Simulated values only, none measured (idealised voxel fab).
The following is a process module called voxel capacitor over wiring.
FYI the section here is cut, 160 nm wide, cells are 5 nm squares.
How to read a cross-section here: the picture is a grid of square cells, written as bands going from the top down, and any band can span one or more rows of cells.
This entry defines a band. It first specifies the height of the band's top and the height of its bottom in nm, and then specifies the band's materials from left to right, stating each material with its width in nm. The word "edge to edge" identifies a single material that fills the band from edge to edge, while the word "empty" identifies empty space.
Beneath 0, the wafer as received is one material, and that level is where height counting begins. The lowest band goes on downward without a bottom; it is written like "0..down".
Graded width ("30->40"): value in top row of band = first number; value in bottom row = second number; row-to-row change constant.
"no change occurred" means the step left every cell of the cross-section as it was.
The entry titled "Entrapped void list" provides the empty spaces that have no open way to the top, restricted to those of 8 cells or more. Each is presented as width x height at distance, the distance being measured from the left edge, with all three in nm.
It should be noted that, on the line of a given step, the content following the step's settings is a remark produced by the simulator itself with respect to that step.
If you see "overlay nm" on a step's line and that step has a mask, it's telling you how far right of where it was planned the mask ended up; a negative number means it went left instead.

So here's the lineup of process steps we planned:
- 1: RECEIVE (material Si)
- 2: CONFORMAL_DEP (material SiO2; thk nm 15)
- 3: DIRECTIONAL_DEP (material TiN; thk nm 5)
- 4: DIRECTIONAL_DEP (material W; thk nm 20)
- 5: DIRECTIONAL_DEP (material aC; thk nm 15)
- 6: PATTERN (tone cover; mask id METAL_1; material resist; width nm 30; pitch nm 95; thk nm 30; overlay nm 0)
- 7: DIRECTIONAL_ETCH (etch materials aC; depth nm 15)
- 8: STRIP (etch materials resist)
- 9: DIRECTIONAL_ETCH (etch materials W; depth nm 20)
- 10: DIRECTIONAL_ETCH (etch materials TiN; depth nm 5)
- 11: STRIP (etch materials aC)
- 12: FILL_DEP (material lowk; thk nm 10)
- 13: CMP (height nm 40)
- 14: CONFORMAL_DEP (material SiCN; thk nm 5)
- 15: DIRECTIONAL_DEP (material SiO2; thk nm 20)
- 16: PATTERN (tone open; mask id PLUG_1; material resist; width nm 15; thk nm 15; overlay nm 0)
- 17: DIRECTIONAL_ETCH (etch materials SiO2; depth nm 20)
- 18: DIRECTIONAL_ETCH (etch materials SiCN; depth nm 5)
- 19: STRIP (etch materials resist)
- 20: CONFORMAL_DEP (material TiN; thk nm 5)
- 21: FILL_DEP (material Cu; thk nm 10)
- 22: CMP (height nm 65)
- 23: DIRECTIONAL_DEP (material TiN; thk nm 10)
- 24: DIRECTIONAL_DEP (material SiN; thk nm 5)
- 25: DIRECTIONAL_DEP (material TiN; thk nm 5)
- 26: PATTERN (tone cover; mask id UPPER_PLATE; material resist; width nm 70; thk nm 15; overlay nm 0)
- 27: DIRECTIONAL_ETCH (etch materials TiN; depth nm 5)
- 28: DIRECTIONAL_ETCH (etch materials SiN; depth nm 5)
- 29: STRIP (etch materials resist)
- 30: PATTERN (tone cover; mask id LOWER_PLATE; material resist; width nm 80; thk nm 15; overlay nm 0)
- 31: DIRECTIONAL_ETCH (etch materials TiN; depth nm 10)
- 32: STRIP (etch materials resist)
- 33: FILL_DEP (material SiO2; thk nm 20)
- 34: CMP (height nm 100)
- 35: MASKED_ETCH (tone open; mask id PLUG_2; width nm 15; etch materials SiO2; depth nm 15; overlay nm 0)
- 36: CONFORMAL_DEP (material TiN; thk nm 5)
- 37: FILL_DEP (material Ru; thk nm 10)
- 38: CMP (height nm 100)
- 39: CONFORMAL_DEP (material SiCN; thk nm 5)

First wafer, two in total, run as planned:

Wafer at receipt (post step 1), cross-section:
> 0..down | Si edge to edge
> Entrapped void list: none

You're looking at a cross-section of the wafer after step 2:
> 15..0 | SiO2 edge to edge
> Below 0 it's all the same as before, nothing changed down there.

You're looking at a cross-section of the wafer after step 3:
> 20..15 | TiN edge to edge
> Below 15 it's all the same as before, nothing changed down there.

You're looking at a cross-section of the wafer after step 4:
> 40..20 | W edge to edge
> Below 20 it's all the same as before, nothing changed down there.

You're looking at a cross-section of the wafer after step 5:
> 55..40 | aC edge to edge
> Below 40 it's all the same as before, nothing changed down there.

You're looking at a cross-section of the wafer after step 6:
> 85..55 | empty=15  resist=30  empty=65  resist=30  empty=20
> Below 55 it's all the same as before, nothing changed down there.

You're looking at a cross-section of the wafer after step 7:
> 70..55 | empty=15  resist=30  empty=65  resist=30  empty=20
> 55..40 | empty=15  aC=30  empty=65  aC=30  empty=20
> Below 40 it's all the same as before, nothing changed down there.

You're looking at a cross-section of the wafer after step 8:
> 55..40 | empty=15  aC=30  empty=65  aC=30  empty=20
> Below 40 it's all the same as before, nothing changed down there.

You're looking at a cross-section of the wafer after step 9:
> 55..40 | empty=15  aC=30  empty=65  aC=30  empty=20
> 40..20 | empty=15  W=30  empty=65  W=30  empty=20
> Below 20 it's all the same as before, nothing changed down there.

You're looking at a cross-section of the wafer after step 10:
> 55..40 | empty=15  aC=30  empty=65  aC=30  empty=20
> 40..20 | empty=15  W=30  empty=65  W=30  empty=20
> 20..15 | empty=15  TiN=30  empty=65  TiN=30  empty=20
> Below 15 it's all the same as before, nothing changed down there.

You're looking at a cross-section of the wafer after step 11:
> 40..20 | empty=15  W=30  empty=65  W=30  empty=20
> Below 20 it's all the same as before, nothing changed down there.

You're looking at a cross-section of the wafer after step 12:
> 50..40 | lowk edge to edge
> 40..20 | lowk=15  W=30  lowk=65  W=30  lowk=20
> 20..15 | lowk=15  TiN=30  lowk=65  TiN=30  lowk=20
> Below 15 it's all the same as before, nothing changed down there.

You're looking at a cross-section of the wafer after step 13:
> 40..20 | lowk=15  W=30  lowk=65  W=30  lowk=20
> Below 20 it's all the same as before, nothing changed down there.

You're looking at a cross-section of the wafer after step 14:
> 45..40 | SiCN edge to edge
> Below 40 it's all the same as before, nothing changed down there.

You're looking at a cross-section of the wafer after step 15:
> 65..45 | SiO2 edge to edge
> Below 45 it's all the same as before, nothing changed down there.

You're looking at a cross-section of the wafer after step 16:
> 80..65 | resist=30  empty=15  resist=115
> Below 65 it's all the same as before, nothing changed down there.

You're looking at a cross-section of the wafer after step 17:
> 80..65 | resist=30  empty=15  resist=115
> 65..45 | SiO2=30  empty=15  SiO2=115
> Below 45 it's all the same as before, nothing changed down there.

You're looking at a cross-section of the wafer after step 18:
> 80..65 | resist=30  empty=15  resist=115
> 65..45 | SiO2=30  empty=15  SiO2=115
> 45..40 | SiCN=30  empty=15  SiCN=115
> Below 40 it's all the same as before, nothing changed down there.

You're looking at a cross-section of the wafer after step 19:
> 65..45 | SiO2=30  empty=15  SiO2=115
> Below 45 it's all the same as before, nothing changed down there.

You're looking at a cross-section of the wafer after step 20:
> 70..65 | TiN=35  empty=5  TiN=120
> 65..45 | SiO2=30  TiN=5  empty=5  TiN=5  SiO2=115
> 45..40 | SiCN=30  TiN=15  SiCN=115
> Below 40 it's all the same as before, nothing changed down there.

You're looking at a cross-section of the wafer after step 21:
> 80..70 | Cu edge to edge
> 70..65 | TiN=35  Cu=5  TiN=120
> 65..45 | SiO2=30  TiN=5  Cu=5  TiN=5  SiO2=115
> Below 45 it's all the same as before, nothing changed down there.

You're looking at a cross-section of the wafer after step 22:
> 65..45 | SiO2=30  TiN=5  Cu=5  TiN=5  SiO2=115
> Below 45 it's all the same as before, nothing changed down there.

You're looking at a cross-section of the wafer after step 23:
> 75..65 | TiN edge to edge
> Below 65 it's all the same as before, nothing changed down there.

You're looking at a cross-section of the wafer after step 24:
> 80..75 | SiN edge to edge
> Below 75 it's all the same as before, nothing changed down there.

You're looking at a cross-section of the wafer after step 25:
> 85..80 | TiN edge to edge
> Below 80 it's all the same as before, nothing changed down there.

You're looking at a cross-section of the wafer after step 26:
> 100..85 | empty=30  resist=70  empty=60
> Below 85 it's all the same as before, nothing changed down there.

You're looking at a cross-section of the wafer after step 27:
> 100..85 | empty=30  resist=70  empty=60
> 85..80 | empty=30  TiN=70  empty=60
> Below 80 it's all the same as before, nothing changed down there.

You're looking at a cross-section of the wafer after step 28:
> 100..85 | empty=30  resist=70  empty=60
> 85..80 | empty=30  TiN=70  empty=60
> 80..75 | empty=30  SiN=70  empty=60
> Below 75 it's all the same as before, nothing changed down there.

You're looking at a cross-section of the wafer after step 29:
> 85..80 | empty=30  TiN=70  empty=60
> Below 80 it's all the same as before, nothing changed down there.

You're looking at a cross-section of the wafer after step 30:
> 100..85 | empty=25  resist=80  empty=55
> 85..80 | empty=25  resist=5  TiN=70  resist=5  empty=55
> 80..75 | empty=25  resist=5  SiN=70  resist=5  empty=55
> Below 75 it's all the same as before, nothing changed down there.

You're looking at a cross-section of the wafer after step 31:
> 100..85 | empty=25  resist=80  empty=55
> 85..80 | empty=25  resist=5  TiN=70  resist=5  empty=55
> 80..75 | empty=25  resist=5  SiN=70  resist=5  empty=55
> 75..65 | empty=25  TiN=80  empty=55
> Below 65 it's all the same as before, nothing changed down there.

You're looking at a cross-section of the wafer after step 32:
> 85..80 | empty=30  TiN=70  empty=60
> 80..75 | empty=30  SiN=70  empty=60
> Below 75 it's all the same as before, nothing changed down there.

You're looking at a cross-section of the wafer after step 33:
> 105..85 | SiO2 edge to edge
> 85..80 | SiO2=30  TiN=70  SiO2=60
> 80..75 | SiO2=30  SiN=70  SiO2=60
> 75..65 | SiO2=25  TiN=80  SiO2=55
> Below 65 it's all the same as before, nothing changed down there.

You're looking at a cross-section of the wafer after step 34:
> 100..85 | SiO2 edge to edge
> Below 85 it's all the same as before, nothing changed down there.

You're looking at a cross-section of the wafer after step 35:
> 100..85 | SiO2=40  empty=15  SiO2=105
> Below 85 it's all the same as before, nothing changed down there.

You're looking at a cross-section of the wafer after step 36:
> 105..100 | TiN=45  empty=5  TiN=110
> 100..90 | SiO2=40  TiN=5  empty=5  TiN=5  SiO2=105
> 90..80 | SiO2=40->30  TiN=15->70  SiO2=105->60
> Below 80 it's all the same as before, nothing changed down there.

You're looking at a cross-section of the wafer after step 37:
> 115..105 | Ru edge to edge
> 105..100 | TiN=45  Ru=5  TiN=110
> 100..90 | SiO2=40  TiN=5  Ru=5  TiN=5  SiO2=105
> Below 90 it's all the same as before, nothing changed down there.

You're looking at a cross-section of the wafer after step 38:
> 100..90 | SiO2=40  TiN=5  Ru=5  TiN=5  SiO2=105
> Below 90 it's all the same as before, nothing changed down there.

You're looking at a cross-section of the wafer after step 39:
> 105..100 | SiCN edge to edge
> Below 100 it's all the same as before, nothing changed down there.

The second wafer began exactly as the first did and followed the same plan, but one mistake was made while running it; through step 2 inclusive, the two wafers are identical:

Cross-section of the second wafer corresponding to the planned conclusion of step 3:
> 35..15 | W edge to edge
> Below 15 it's all the same as before, nothing changed down there.

Cross-section of the second wafer corresponding to the planned conclusion of step 4:
> 40..35 | TiN edge to edge
> Below 35 it's all the same as before, nothing changed down there.

Cross-section of the second wafer corresponding to the planned conclusion of step 5:
> 55..40 | aC edge to edge
> Below 40 it's all the same as before, nothing changed down there.

Cross-section of the second wafer corresponding to the planned conclusion of step 6:
> 85..55 | empty=15  resist=30  empty=65  resist=30  empty=20
> Below 55 it's all the same as before, nothing changed down there.

Cross-section of the second wafer corresponding to the planned conclusion of step 7:
> 70..55 | empty=15  resist=30  empty=65  resist=30  empty=20
> 55..40 | empty=15  aC=30  empty=65  aC=30  empty=20
> Below 40 it's all the same as before, nothing changed down there.

Cross-section of the second wafer corresponding to the planned conclusion of step 8:
> 55..40 | empty=15  aC=30  empty=65  aC=30  empty=20
> Below 40 it's all the same as before, nothing changed down there.

Cross-section of the second wafer corresponding to the planned conclusion of step 9: no change occurred

Cross-section of the second wafer corresponding to the planned conclusion of step 10:
> 55..40 | empty=15  aC=30  empty=65  aC=30  empty=20
> 40..35 | empty=15  TiN=30  empty=65  TiN=30  empty=20
> Below 35 it's all the same as before, nothing changed down there.

Cross-section of the second wafer corresponding to the planned conclusion of step 11:
> 40..35 | empty=15  TiN=30  empty=65  TiN=30  empty=20
> Below 35 it's all the same as before, nothing changed down there.

Cross-section of the second wafer corresponding to the planned conclusion of step 12:
> 50..40 | lowk edge to edge
> 40..35 | lowk=15  TiN=30  lowk=65  TiN=30  lowk=20
> Below 35 it's all the same as before, nothing changed down there.

Cross-section of the second wafer corresponding to the planned conclusion of step 13:
> 40..35 | lowk=15  TiN=30  lowk=65  TiN=30  lowk=20
> Below 35 it's all the same as before, nothing changed down there.

Cross-section of the second wafer corresponding to the planned conclusion of step 14:
> 45..40 | SiCN edge to edge
> Below 40 it's all the same as before, nothing changed down there.

Cross-section of the second wafer corresponding to the planned conclusion of step 15:
> 65..45 | SiO2 edge to edge
> Below 45 it's all the same as before, nothing changed down there.

Cross-section of the second wafer corresponding to the planned conclusion of step 16:
> 80..65 | resist=30  empty=15  resist=115
> Below 65 it's all the same as before, nothing changed down there.

Cross-section of the second wafer corresponding to the planned conclusion of step 17:
> 80..65 | resist=30  empty=15  resist=115
> 65..45 | SiO2=30  empty=15  SiO2=115
> Below 45 it's all the same as before, nothing changed down there.

Cross-section of the second wafer corresponding to the planned conclusion of step 18:
> 80..65 | resist=30  empty=15  resist=115
> 65..45 | SiO2=30  empty=15  SiO2=115
> 45..40 | SiCN=30  empty=15  SiCN=115
> Below 40 it's all the same as before, nothing changed down there.

Cross-section of the second wafer corresponding to the planned conclusion of step 19:
> 65..45 | SiO2=30  empty=15  SiO2=115
> Below 45 it's all the same as before, nothing changed down there.

Cross-section of the second wafer corresponding to the planned conclusion of step 20:
> 70..65 | TiN=35  empty=5  TiN=120
> 65..45 | SiO2=30  TiN=5  empty=5  TiN=5  SiO2=115
> 45..40 | SiCN=30  TiN=15  SiCN=115
> Below 40 it's all the same as before, nothing changed down there.

Cross-section of the second wafer corresponding to the planned conclusion of step 21:
> 80..70 | Cu edge to edge
> 70..65 | TiN=35  Cu=5  TiN=120
> 65..45 | SiO2=30  TiN=5  Cu=5  TiN=5  SiO2=115
> Below 45 it's all the same as before, nothing changed down there.

Cross-section of the second wafer corresponding to the planned conclusion of step 22:
> 65..45 | SiO2=30  TiN=5  Cu=5  TiN=5  SiO2=115
> Below 45 it's all the same as before, nothing changed down there.

Cross-section of the second wafer corresponding to the planned conclusion of step 23:
> 75..65 | TiN edge to edge
> Below 65 it's all the same as before, nothing changed down there.

Cross-section of the second wafer corresponding to the planned conclusion of step 24:
> 80..75 | SiN edge to edge
> Below 75 it's all the same as before, nothing changed down there.

Cross-section of the second wafer corresponding to the planned conclusion of step 25:
> 85..80 | TiN edge to edge
> Below 80 it's all the same as before, nothing changed down there.

Cross-section of the second wafer corresponding to the planned conclusion of step 26:
> 100..85 | empty=30  resist=70  empty=60
> Below 85 it's all the same as before, nothing changed down there.

Cross-section of the second wafer corresponding to the planned conclusion of step 27:
> 100..85 | empty=30  resist=70  empty=60
> 85..80 | empty=30  TiN=70  empty=60
> Below 80 it's all the same as before, nothing changed down there.

Cross-section of the second wafer corresponding to the planned conclusion of step 28:
> 100..85 | empty=30  resist=70  empty=60
> 85..80 | empty=30  TiN=70  empty=60
> 80..75 | empty=30  SiN=70  empty=60
> Below 75 it's all the same as before, nothing changed down there.

Cross-section of the second wafer corresponding to the planned conclusion of step 29:
> 85..80 | empty=30  TiN=70  empty=60
> Below 80 it's all the same as before, nothing changed down there.

Cross-section of the second wafer corresponding to the planned conclusion of step 30:
> 100..85 | empty=25  resist=80  empty=55
> 85..80 | empty=25  resist=5  TiN=70  resist=5  empty=55
> 80..75 | empty=25  resist=5  SiN=70  resist=5  empty=55
> Below 75 it's all the same as before, nothing changed down there.

Cross-section of the second wafer corresponding to the planned conclusion of step 31:
> 100..85 | empty=25  resist=80  empty=55
> 85..80 | empty=25  resist=5  TiN=70  resist=5  empty=55
> 80..75 | empty=25  resist=5  SiN=70  resist=5  empty=55
> 75..65 | empty=25  TiN=80  empty=55
> Below 65 it's all the same as before, nothing changed down there.

Cross-section of the second wafer corresponding to the planned conclusion of step 32:
> 85..80 | empty=30  TiN=70  empty=60
> 80..75 | empty=30  SiN=70  empty=60
> Below 75 it's all the same as before, nothing changed down there.

Cross-section of the second wafer corresponding to the planned conclusion of step 33:
> 105..85 | SiO2 edge to edge
> 85..80 | SiO2=30  TiN=70  SiO2=60
> 80..75 | SiO2=30  SiN=70  SiO2=60
> 75..65 | SiO2=25  TiN=80  SiO2=55
> Below 65 it's all the same as before, nothing changed down there.

Cross-section of the second wafer corresponding to the planned conclusion of step 34:
> 100..85 | SiO2 edge to edge
> Below 85 it's all the same as before, nothing changed down there.

Cross-section of the second wafer corresponding to the planned conclusion of step 35:
> 100..85 | SiO2=40  empty=15  SiO2=105
> Below 85 it's all the same as before, nothing changed down there.

Cross-section of the second wafer corresponding to the planned conclusion of step 36:
> 105..100 | TiN=45  empty=5  TiN=110
> 100..90 | SiO2=40  TiN=5  empty=5  TiN=5  SiO2=105
> 90..80 | SiO2=40->30  TiN=15->70  SiO2=105->60
> Below 80 it's all the same as before, nothing changed down there.

Cross-section of the second wafer corresponding to the planned conclusion of step 37:
> 115..105 | Ru edge to edge
> 105..100 | TiN=45  Ru=5  TiN=110
> 100..90 | SiO2=40  TiN=5  Ru=5  TiN=5  SiO2=105
> Below 90 it's all the same as before, nothing changed down there.

Cross-section of the second wafer corresponding to the planned conclusion of step 38:
> 100..90 | SiO2=40  TiN=5  Ru=5  TiN=5  SiO2=105
> Below 90 it's all the same as before, nothing changed down there.

Cross-section of the second wafer corresponding to the planned conclusion of step 39:
> 105..100 | SiCN edge to edge
> Below 100 it's all the same as before, nothing changed down there.
Here's what went sideways: steps 3 and 4 of the plan were run in the wrong order, each in the other's place
Cell-count delta at end, second wafer over first, by material: 80 more of W | 80 fewer of lowk
